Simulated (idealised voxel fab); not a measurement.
process module | voxel self aligned contacts
cross-section cut | 300 nm wide | cells 5 nm
A cross-section is a grid of square cells, given in bands from the top down. A band is one or more rows of cells.
Each band's line starts with the height of the band's top and of its bottom, in nm. Then come its materials from left to right, each with its width in nm. One material with "throughout" fills the band from edge to edge. "air" is empty space.
Height 0 is the level under which the wafer as received is all one material. The lowest band goes on downwards, as in "0 down".
A width such as "30 to 40" changes by the same amount from each row of cells to the next, from the band's top row to its bottom row.
"no change" after a step means that no cell of the cross-section changed.
closed voids: empty space of 8 cells or more with no open way to the top, each as width x height at its distance from the left edge, in nm
after a step's settings: what the simulator itself notes on the step
overlay nm, on a step with a mask: how far to the right of its planned place the mask lay; to the left if negative
plan
1 op RECEIVE | material Si
2 op OXIDIZE | depth nm 5
3 op DIRECTIONAL_DEP | material polySi | thk nm 20
4 op DIRECTIONAL_DEP | material SiN | thk nm 15
5 op MASKED_ETCH | tone cover | mask id GATE | width nm 25 | pitch nm 60 | etch materials SiN | depth nm 15 | overlay nm 0
6 op MASKED_ETCH | tone cover | mask id GATE | width nm 25 | pitch nm 60 | etch materials polySi | depth nm 20 | overlay nm 0
7 op CONFORMAL_DEP | material SiN | thk nm 5
8 op DIRECTIONAL_ETCH | etch materials SiN | depth nm 5
9 op FILL_DEP | material SiO2 | thk nm 15
10 op CMP | height nm 40
11 op DIRECTIONAL_DEP | material aC | thk nm 10
12 op PATTERN | tone open | mask id CONTACT | material resist | width nm 45 | thk nm 30 | overlay nm 0
13 op DIRECTIONAL_ETCH | etch materials aC | depth nm 10
14 op STRIP | etch materials resist
15 op DIRECTIONAL_ETCH | etch materials SiO2 | depth nm 45
16 op STRIP | etch materials aC
17 op CONFORMAL_DEP | material TiN | thk nm 5
18 op FILL_DEP | material Ru | thk nm 5
19 op CMP | height nm 40
20 op CONFORMAL_DEP | material SiN | thk nm 5
as received, after step 1
  0 down: Si throughout
  closed voids: none
first wafer at the end, as planned
  45 to 40: SiN throughout
  40 to 35: SiO2 125 | TiN 15 | Ru 15 | TiN 15 | SiO2 130
  35 to 20: SiO2 100 | SiN 35 | TiN 5 | Ru 15 | TiN 5 | SiN 35 | SiO2 105
  20 to 0: SiO2 100 | SiN 5 | polySi 25 | SiN 5 | TiN 5 | Ru 15 | TiN 5 | SiN 5 | polySi 25 | SiN 5 | SiO2 105
  0 to -5: SiO2 135 | TiN 25 | SiO2 140
  -5 down: Si throughout
  closed voids: none
second wafer at the end: like start, like plan, one mistake
  45 to 40: SiN throughout
  40 to 35: SiO2 125 | TiN 15 | Ru 15 | TiN 15 | SiO2 130
  35 to 20: SiO2 100 | SiN 35 | TiN 5 | Ru 15 | TiN 5 | SiN 35 | SiO2 105
  20 to 15: SiO2 135 | TiN 25 | SiO2 140
  15 to 0: polySi throughout
  0 down: Si throughout
  closed voids: none
what went wrong: steps 2 and 3 were swapped
at the end the second wafer has, in cells: 12 fewer of Ru | 60 more of Si | 16 fewer of SiN | 164 fewer of SiO2 | 8 fewer of TiN | 140 more of polySi
